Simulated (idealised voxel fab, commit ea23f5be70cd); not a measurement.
Name of the process module below: voxel local oxidation
The width of the displayed cross-section, cut, is 300 nm; its cells are square, with a size of 5 nm.
Cross-sections here: square-cell grids, written as top-down lists of bands, a band being one or more rows of cells. Quick guide to a band line: top height, bottom height (nm) up front; then every material left to right with its width in nm. Only one material and it's marked "everywhere"? Then it fills the band edge to edge. And "empty" just means empty space. Measure heights from 0. That's the level where, below it, the as-received wafer is all one material. The lowest band is bottomless and extends downward; write it as in "0 and below". Per-row width for "30 to 40": begins at first number (top row of band), ends at second number (bottom row), increment between rows held constant. Reading "everything unchanged" for a step: not a cell of the cross-section changed in it. This entry, "Cavities, closed", enumerates those empty regions of no fewer than 8 cells that possess no open connection to the top. Each region is reported in the form width x height at distance, the distance being taken from the left edge, with all three quantities expressed in nm. Anything after a step's settings on that line? It's the simulator's own note about the step. You can add "overlay nm" to a step's line. For a step with a mask, it describes how far the mask lay to the right of its planned position, and a negative number describes a lay to the left.

The process steps that were planned are listed below
| 1 | op RECEIVE | material Si |
| 2 | op OXIDIZE | depth nm 5 |
| 3 | op CONFORMAL_DEP | material SiN | thk nm 10 |
| 4 | op MASKED_ETCH | tone cover | mask id ACTIVE | width nm 130 | etch materials SiN | depth nm 10 | overlay nm -15 |
| 5 | op SELECTIVE_ETCH | etch materials SiO2 | depth nm 5 |
| 6 | op OXIDIZE | depth nm 10 |
| 7 | op STRIP | etch materials SiN |
Quick note for whoever runs this: the wafers start identical, but the overlay nm at step 4 isn't the same across them. The plan just shows what the first wafer had.

Cross-section of the first incoming wafer of several, state after step 1
	0 and below  Si everywhere
	Cavities, closed: none

For your reference, the table is organized with a row per wafer; each row reflects the wafer at the end of the module, indicating for each material the cells gained (+) or lost (-) since receipt, and thereafter its closed voids
overlay nm -15; -140 Si; +104 SiO2; Cavities, closed: none
overlay nm -10; -140 Si; +104 SiO2; Cavities, closed: none
overlay nm -5; -140 Si; +104 SiO2; Cavities, closed: none
overlay nm 0; -140 Si; +104 SiO2; Cavities, closed: none
overlay nm 5; -140 Si; +104 SiO2; Cavities, closed: none
overlay nm 10; -140 Si; +104 SiO2; Cavities, closed: none
overlay nm 15; -140 Si; +104 SiO2; Cavities, closed: none
